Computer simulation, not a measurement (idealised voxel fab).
process module | voxel ribs on slabs
cross-section cut | 235 nm wide | cells 5 nm
A cross-section is a grid of square cells, given in bands from the top down. A band is one or more rows of cells.
Each band's line starts with the height of the band's top and of its bottom, in nm. Then come its materials from left to right, each with its width in nm. One material with "throughout" fills the band from edge to edge. "air" is empty space.
Height 0 is the level under which the wafer as received is all one material. The lowest band goes on downwards, as in "0 down".
A width such as "30 to 40" changes by the same amount from each row of cells to the next, from the band's top row to its bottom row.
"no change" after a step means that no cell of the cross-section changed.
closed voids: empty space of 8 cells or more with no open way to the top, each as width x height at its distance from the left edge, in nm
after a step's settings: what the simulator itself notes on the step
overlay nm, on a step with a mask: how far to the right of its planned place the mask lay; to the left if negative
plan
1 op RECEIVE | material Si
2 op DIRECTIONAL_DEP | material SiO2 | thk nm 20
3 op DIRECTIONAL_DEP | material polySi | thk nm 15
4 op DIRECTIONAL_DEP | material aC | thk nm 15
5 op PATTERN | tone cover | mask id RIB | material resist | width nm 30 | thk nm 30 | overlay nm 0
6 op DIRECTIONAL_ETCH | etch materials aC | depth nm 15
7 op STRIP | etch materials resist
8 op DIRECTIONAL_ETCH | etch materials polySi | depth nm 5
9 op STRIP | etch materials aC
10 op MASKED_ETCH | tone cover | mask id SLAB | width nm 80 | etch materials polySi | depth nm 10 | overlay nm -15
11 op FILL_DEP | material SiO2 | thk nm 30
12 op CMP | height nm 55
13 op DIRECTIONAL_DEP | material W | thk nm 5
14 op DIRECTIONAL_DEP | material aC | thk nm 15
15 op PATTERN | tone cover | mask id HEATER | material resist | width nm 40 | thk nm 30 | overlay nm 0
16 op DIRECTIONAL_ETCH | etch materials aC | depth nm 15
17 op STRIP | etch materials resist
18 op DIRECTIONAL_ETCH | etch materials W | depth nm 5
19 op STRIP | etch materials aC
20 op CONFORMAL_DEP | material SiO2 | thk nm 5
varied across the wafers: overlay nm of step 10. The plan shows the first wafer's value. All wafers start alike
first wafer as received, after step 1
  0 down: Si throughout
  closed voids: none
each wafer at the end: cells of each material gained (+) or lost (-) since it was received, then its closed voids
overlay nm -15 | +528 SiO2 | +8 W | +38 polySi | closed voids: none
overlay nm -10 | +528 SiO2 | +8 W | +38 polySi | closed voids: none
overlay nm -5 | +528 SiO2 | +8 W | +38 polySi | closed voids: none
overlay nm 0 | +528 SiO2 | +8 W | +38 polySi | closed voids: none
overlay nm 5 | +528 SiO2 | +8 W | +38 polySi | closed voids: none
overlay nm 10 | +528 SiO2 | +8 W | +38 polySi | closed voids: none
overlay nm 15 | +528 SiO2 | +8 W | +38 polySi | closed voids: none
